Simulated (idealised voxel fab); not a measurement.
The following process module bears the name voxel ribs on slabs.
FYI the section here is cut, 290 nm wide, cells are 5 nm squares.
Heads up, the way a cross-section reads in here is a grid of square cells, handed over as bands from the top down, with every band being one or more rows of cells.
For a band, the entry starts with two heights in nm, that of the top and then that of the bottom, and carries on with the band's materials in order from left to right, each alongside its width in nm; the word "everywhere" beside a single material means it fills the band edge to edge, and "air" means empty space.
Height reference: 0 = level under which incoming wafer is all one material. Lowest band: no bottom, runs on downward, e.g. "0 -> down".
When a width is written as two numbers, as in "30->40", the first number is the width in the top row of cells of the band and the second is the width in its bottom row, and the width changes by the same amount from each row to the next.
Given "no modification" for a step, no cell of the cross-section differs between before and after that step.
Entry "closed voids". Content: empty spaces with no open connection to the top, size 8 cells or greater. Each: width x height at distance. Distance: from left edge. Unit: nm.
Anything after a step's settings on that line? It's the simulator's own note about the step.
"overlay nm" answers the question of how far to the right of plan the mask lay on a step that has a mask, and when it is negative the answer is to the left.

Set out below are the planned steps of the process:
step 1: RECEIVE: material Si
step 2: DIRECTIONAL_DEP: material SiO2, thk nm 20
step 3: DIRECTIONAL_DEP: material SiN, thk nm 15
step 4: PATTERN: tone cover, mask id RIB, material resist, width nm 30, thk nm 20, overlay nm 0
step 5: DIRECTIONAL_ETCH: etch materials SiN, depth nm 10
step 6: STRIP: etch materials resist
step 7: PATTERN: tone cover, mask id SLAB, material resist, width nm 60, thk nm 20, overlay nm 0
step 8: DIRECTIONAL_ETCH: etch materials SiN, depth nm 5
step 9: STRIP: etch materials resist
step 10: FILL_DEP: material SiO2, thk nm 25
step 11: CMP: height nm 55
step 12: DIRECTIONAL_DEP: material TiN, thk nm 5
step 13: DIRECTIONAL_DEP: material aC, thk nm 15
step 14: PATTERN: tone cover, mask id HEATER, material resist, width nm 40, thk nm 30, overlay nm 0
step 15: DIRECTIONAL_ETCH: etch materials aC, depth nm 15
step 16: STRIP: etch materials resist
step 17: DIRECTIONAL_ETCH: etch materials TiN, depth nm 5
step 18: STRIP: etch materials aC
step 19: CONFORMAL_DEP: material SiN, thk nm 5

The first of two wafers, run as planned:

Cross-section of the wafer as it came to us, i.e., already through step 1:
  0 -> down | Si everywhere
  closed voids: none

Presented here is a cross-section of the wafer after step 2 has been performed:
  20 -> 0 | SiO2 everywhere
  Everything under 0 stays put, no change at all.

Presented here is a cross-section of the wafer after step 3 has been performed:
  35 -> 20 | SiN everywhere
  Everything under 20 stays put, no change at all.

Presented here is a cross-section of the wafer after step 4 has been performed:
  55 -> 35 | 130 air, then 30 resist, then 130 air
  Everything under 35 stays put, no change at all.

Presented here is a cross-section of the wafer after step 5 has been performed:
  55 -> 35 | 130 air, then 30 resist, then 130 air
  35 -> 25 | 130 air, then 30 SiN, then 130 air
  Everything under 25 stays put, no change at all.

Presented here is a cross-section of the wafer after step 6 has been performed:
  35 -> 25 | 130 air, then 30 SiN, then 130 air
  Everything under 25 stays put, no change at all.

Presented here is a cross-section of the wafer after step 7 has been performed:
  55 -> 35 | 115 air, then 60 resist, then 115 air
  35 -> 25 | 115 air, then 15 resist, then 30 SiN, then 15 resist, then 115 air
  Everything under 25 stays put, no change at all.

Presented here is a cross-section of the wafer after step 8 has been performed:
  55 -> 35 | 115 air, then 60 resist, then 115 air
  35 -> 25 | 115 air, then 15 resist, then 30 SiN, then 15 resist, then 115 air
  25 -> 20 | 115 air, then 60 SiN, then 115 air
  Everything under 20 stays put, no change at all.

Presented here is a cross-section of the wafer after step 9 has been performed:
  35 -> 25 | 130 air, then 30 SiN, then 130 air
  Everything under 25 stays put, no change at all.

Presented here is a cross-section of the wafer after step 10 has been performed:
  60 -> 35 | SiO2 everywhere
  35 -> 25 | 130 SiO2, then 30 SiN, then 130 SiO2
  25 -> 20 | 115 SiO2, then 60 SiN, then 115 SiO2
  Everything under 20 stays put, no change at all.

Presented here is a cross-section of the wafer after step 11 has been performed:
  55 -> 35 | SiO2 everywhere
  Everything under 35 stays put, no change at all.

Presented here is a cross-section of the wafer after step 12 has been performed:
  60 -> 55 | TiN everywhere
  Everything under 55 stays put, no change at all.

Presented here is a cross-section of the wafer after step 13 has been performed:
  75 -> 60 | aC everywhere
  Everything under 60 stays put, no change at all.

Presented here is a cross-section of the wafer after step 14 has been performed:
  105 -> 75 | 125 air, then 40 resist, then 125 air
  Everything under 75 stays put, no change at all.

Presented here is a cross-section of the wafer after step 15 has been performed:
  90 -> 75 | 125 air, then 40 resist, then 125 air
  75 -> 60 | 125 air, then 40 aC, then 125 air
  Everything under 60 stays put, no change at all.

Presented here is a cross-section of the wafer after step 16 has been performed:
  75 -> 60 | 125 air, then 40 aC, then 125 air
  Everything under 60 stays put, no change at all.

Presented here is a cross-section of the wafer after step 17 has been performed:
  75 -> 60 | 125 air, then 40 aC, then 125 air
  60 -> 55 | 125 air, then 40 TiN, then 125 air
  Everything under 55 stays put, no change at all.

Presented here is a cross-section of the wafer after step 18 has been performed:
  60 -> 55 | 125 air, then 40 TiN, then 125 air
  Everything under 55 stays put, no change at all.

Presented here is a cross-section of the wafer after step 19 has been performed:
  65 -> 60 | 120 air, then 50 SiN, then 120 air
  60 -> 55 | 125 SiN, then 40 TiN, then 125 SiN
  Everything under 55 stays put, no change at all.

The remaining wafer, second of the two, started like the first and was run to the same plan, except that one mistake was made along the way; the two coincide through step 13, inclusive:

Second wafer profile in section, at the moment step 14 of the plan was meant to be complete:
  105 -> 75 | 125 resist, then 40 air, then 125 resist
  Everything under 75 stays put, no change at all.

Second wafer profile in section, at the moment step 15 of the plan was meant to be complete:
  90 -> 75 | 125 resist, then 40 air, then 125 resist
  75 -> 60 | 125 aC, then 40 air, then 125 aC
  Everything under 60 stays put, no change at all.

Second wafer profile in section, at the moment step 16 of the plan was meant to be complete:
  75 -> 60 | 125 aC, then 40 air, then 125 aC
  Everything under 60 stays put, no change at all.

Second wafer profile in section, at the moment step 17 of the plan was meant to be complete:
  75 -> 60 | 125 aC, then 40 air, then 125 aC
  60 -> 55 | 125 TiN, then 40 air, then 125 TiN
  Everything under 55 stays put, no change at all.

Second wafer profile in section, at the moment step 18 of the plan was meant to be complete:
  60 -> 55 | 125 TiN, then 40 air, then 125 TiN
  Everything under 55 stays put, no change at all.

Second wafer profile in section, at the moment step 19 of the plan was meant to be complete:
  65 -> 60 | 130 SiN, then 30 air, then 130 SiN
  60 -> 55 | 125 TiN, then 40 SiN, then 125 TiN
  Everything under 55 stays put, no change at all.
Nonconformance to the process plan: contrary to plan, step 14 was performed as PATTERN: tone open, mask id HEATER, material resist, width nm 40, thk nm 30, overlay nm 0
Final wafer comparison in cells, second versus first, more or fewer per material: +42 TiN
